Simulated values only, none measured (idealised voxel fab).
Documented hereafter: the process module known as voxel self aligned vias.
Cross-sectional view cut (width: 235 nm; square cell size: 5 nm).
For the purposes of this document, a cross-section shall be understood as a grid of square cells, specified as bands listed in top-to-bottom order, each band consisting of one or more rows of cells.
Heights first: top, then bottom, in nm. Then materials, left to right, each with a width in nm. "edge to edge" on a single material: fills the band edge to edge. "air": empty space.
Height datum 0, below which the as-received substrate wafer is one material. Lowest band open at the bottom, running downward: "from 0 down".
A two-number width, for instance "30 to 40", indicates that the width is equal to the first number in the top row of the band and to the second number in the bottom row, and that it changes by a constant amount per row of cells.
Step note "remained unchanged" = no cross-section cell changed.
Any empty space of 8 cells or more lacking an open way to the top shows up in "Enclosed void entries" as width x height at distance, distance from the left edge, in nm.
That trailing text on a step's line, after the settings, is the simulator's own remark on the step.
For masked steps, "overlay nm" on the step line gives how far right of plan the mask actually lay; a minus sign means it lay to the left.
Set out below are the planned steps of the process:
1: RECEIVE, material Si
2: CONFORMAL_DEP, material SiO2, thk nm 10
3: CONFORMAL_DEP, material SiCN, thk nm 5
4: DIRECTIONAL_DEP, material lowk, thk nm 20
5: MASKED_ETCH, tone open, mask id LINES, width nm 30, pitch nm 70, etch materials lowk, depth nm 20, overlay nm 0
6: CONFORMAL_DEP, material TiN, thk nm 5
7: FILL_DEP, material W, thk nm 10
8: CMP, height nm 35
9: SELECTIVE_ETCH, etch materials W Ru TiN, depth nm 5
10: FILL_DEP, material SiN, thk nm 5
11: CMP, height nm 35
12: DIRECTIONAL_DEP, material lowk, thk nm 15
13: PATTERN, tone open, mask id VIAS, material resist, width nm 50, thk nm 20, overlay nm 0
14: DIRECTIONAL_ETCH, etch materials lowk, depth nm 15
15: DIRECTIONAL_ETCH, etch materials SiN, depth nm 5
16: STRIP, etch materials resist
17: CONFORMAL_DEP, material TiN, thk nm 5
18: FILL_DEP, material Cu, thk nm 5
19: CMP, height nm 50
20: CONFORMAL_DEP, material SiCN, thk nm 5
This is the cross-section of the wafer as we received it, i.e. after step 1:
- from 0 down  Si edge to edge
- Enclosed void entries: none
Look at the cross-section after the module: the wafer started out the way shown above and the plan was the one shown above, yet one mistake was made along the way:
- from 55 to 50  SiCN edge to edge
- from 50 to 35  lowk 55, then TiN 5, then Cu 40, then TiN 5, then lowk 130
- from 35 to 30  SiN 55, then TiN 50, then SiN 130
- from 30 to 15  lowk 65, then TiN 5, then W 20, then TiN 5, then lowk 40, then TiN 5, then W 20, then TiN 5, then lowk 70
- from 15 to 10  lowk 65, then TiN 30, then lowk 40, then TiN 30, then lowk 70
- from 10 to 0  SiO2 edge to edge
- from 0 down  Si edge to edge
- Enclosed void entries: none
Deviation noted in wafer processing: plan step 3: skipped, not run
